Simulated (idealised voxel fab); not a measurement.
Process module name: voxel wiring stack
It is cross-section cut that appears here, measuring 290 nm in width, its square cells being 5 nm in size.
The cross-sections in this document take the form of a grid made of square cells. They are written out as bands, in order from top to bottom. Each band consists of one or more rows of cells.
The band entry comprises the height of the band's top followed by the height of its bottom, expressed in nm, and subsequently the band's materials from left to right, each stated together with its width in nm. Where a single material is marked with the word "all across", that material fills the band from edge to edge. The word "air" represents empty space.
Zero point of the height axis is 0; under it, received wafer = one material. Lowest band: continues down indefinitely, "0 -> down".
A width such as "30->40" changes by the same amount from each row of cells to the next, from the band's top row to its bottom row.
"nothing different" -> step changed no cross-section cell.
Empty spaces without an open route to the top, at least 8 cells in extent, make up the entry "Unvented internal voids"; each is given as width x height at distance, where the distance is measured from the left edge, and all are in nm.
Note: text after step settings on the step line = simulator remark on that step.
"overlay nm" on a masked step: distance the mask lay right of its planned place, negative for left.

### The planned process steps are enumerated hereunder
1,RECEIVE: material Si
2,CONFORMAL_DEP: material SiO2, thk nm 15
3,CONFORMAL_DEP: material SiN, thk nm 5
4,DIRECTIONAL_DEP: material SiO2, thk nm 15
5,PATTERN: tone open, mask id METAL_1, material resist, width nm 20, pitch nm 50, thk nm 20, overlay nm 0
6,DIRECTIONAL_ETCH: etch materials SiO2, depth nm 15
7,DIRECTIONAL_ETCH: etch materials SiN, depth nm 5
8,STRIP: etch materials resist
9,CONFORMAL_DEP: material TiN, thk nm 5
10,FILL_DEP: material Cu, thk nm 5
11,CMP: height nm 35
12,CONFORMAL_DEP: material SiCN, thk nm 5
13,DIRECTIONAL_DEP: material SiO2, thk nm 25
14,DIRECTIONAL_DEP: material aC, thk nm 15
15,PATTERN: tone open, mask id METAL_2_HOLES, material resist, width nm 15, pitch nm 100, thk nm 35, overlay nm 0
16,DIRECTIONAL_ETCH: etch materials aC, depth nm 15
17,STRIP: etch materials resist
18,DIRECTIONAL_ETCH: etch materials SiO2, depth nm 25
19,STRIP: etch materials aC
20,PATTERN: tone open, mask id METAL_2, material resist, width nm 20, pitch nm 50, thk nm 15, overlay nm 0
21,DIRECTIONAL_ETCH: etch materials SiO2, depth nm 15
22,DIRECTIONAL_ETCH: etch materials SiCN, depth nm 5
23,STRIP: etch materials resist
24,CONFORMAL_DEP: material TiN, thk nm 5
25,FILL_DEP: material Ru, thk nm 10
26,CMP: height nm 65
27,CONFORMAL_DEP: material SiCN, thk nm 5
28,DIRECTIONAL_DEP: material lowk, thk nm 30
29,PATTERN: tone open, mask id METAL_3_HOLES, material resist, width nm 15, pitch nm 100, thk nm 20, overlay nm 0
30,DIRECTIONAL_ETCH: etch materials lowk, depth nm 30
31,STRIP: etch materials resist
32,MASKED_ETCH: tone open, mask id METAL_3, width nm 20, pitch nm 50, etch materials lowk, depth nm 20, overlay nm 0
33,MASKED_ETCH: tone open, mask id METAL_3, width nm 20, pitch nm 50, etch materials SiCN, depth nm 5, overlay nm 0
34,CONFORMAL_DEP: material TiN, thk nm 5
35,FILL_DEP: material Ru, thk nm 10
36,CMP: height nm 100
37,CONFORMAL_DEP: material SiCN, thk nm 5
38,DIRECTIONAL_DEP: material lowk, thk nm 10
39,MASKED_ETCH: tone open, mask id PLUG_3, width nm 15, pitch nm 50, etch materials lowk, depth nm 10, overlay nm 0
40,MASKED_ETCH: tone open, mask id PLUG_3, width nm 15, pitch nm 50, etch materials SiCN, depth nm 5, overlay nm 0
41,EPI: material Ru, thk nm 10
42,EPI: material Ru, thk nm 5
43,CONFORMAL_DEP: material SiN, thk nm 5
44,DIRECTIONAL_DEP: material lowk, thk nm 15
45,DIRECTIONAL_DEP: material aC, thk nm 15
46,PATTERN: tone open, mask id METAL_4, material resist, width nm 20, pitch nm 50, thk nm 35, overlay nm 0
47,DIRECTIONAL_ETCH: etch materials aC, depth nm 15
48,STRIP: etch materials resist
49,DIRECTIONAL_ETCH: etch materials lowk, depth nm 15
50,DIRECTIONAL_ETCH: etch materials SiN, depth nm 5
51,STRIP: etch materials aC
52,CONFORMAL_DEP: material TiN, thk nm 5
53,FILL_DEP: material Ru, thk nm 5
54,CMP: height nm 135
55,EPI: material Ru, thk nm 5
56,FILL_DEP: material SiCN, thk nm 5

### This is the cross-section of the wafer as we received it, i.e. after step 1
- 0 -> down  Si all across
- Unvented internal voids: none

### Final cross-section, module run with one mistake (start and plan as above)
- 145 -> 140  SiCN all across
- 140 -> 135  SiCN 80, Ru 30, SiCN 20, Ru 30, SiCN 20, Ru 30, SiCN 80
- 135 -> 130  SiN 85, TiN 20, SiN 30, TiN 20, SiN 30, TiN 20, SiN 85
- 130 -> 115  lowk all across
- 115 -> 105  lowk 85, Ru 15, lowk 35, Ru 15, lowk 35, Ru 15, lowk 90
- 105 -> 100  SiCN 85, Ru 15, SiCN 35, Ru 15, SiCN 35, Ru 15, SiCN 90
- 100 -> 85  lowk 85, TiN 5, Ru 10, TiN 5, lowk 30, TiN 5, Ru 10, TiN 5, lowk 30, TiN 5, Ru 10, TiN 5, lowk 85
- 85 -> 80  lowk 85, TiN 5, Ru 5, TiN 10, lowk 30, TiN 20, lowk 30, TiN 5, Ru 5, TiN 10, lowk 85
- 80 -> 70  lowk 85, TiN 5, Ru 5, TiN 5, lowk 85, TiN 5, Ru 5, TiN 5, lowk 90
- 70 -> 65  SiCN 85, TiN 15, SiCN 85, TiN 15, SiCN 90
- 65 -> 55  SiO2 85, TiN 5, Ru 10, TiN 5, SiO2 30, TiN 5, Ru 10, TiN 5, SiO2 30, TiN 5, Ru 10, TiN 5, SiO2 85
- 55 -> 50  SiO2 85, TiN 5, Ru 5, TiN 10, SiO2 30, TiN 20, SiO2 30, TiN 5, Ru 5, TiN 10, SiO2 85
- 50 -> 40  SiO2 85, TiN 5, Ru 5, TiN 5, SiO2 85, TiN 5, Ru 5, TiN 5, SiO2 90
- 40 -> 35  SiCN 85, TiN 15, SiCN 85, TiN 15, SiCN 90
- 35 -> 20  SiO2 85, TiN 5, Cu 10, TiN 5, SiO2 30, TiN 5, Cu 10, TiN 5, SiO2 30, TiN 5, Cu 10, TiN 5, SiO2 85
- 20 -> 15  SiN 85, TiN 20, SiN 30, TiN 20, SiN 30, TiN 20, SiN 85
- 15 -> 0  SiO2 all across
- 0 -> down  Si all across
- Unvented internal voids: none
Nonconformance to the process plan: plan vs actual: 43 and 44 interchanged
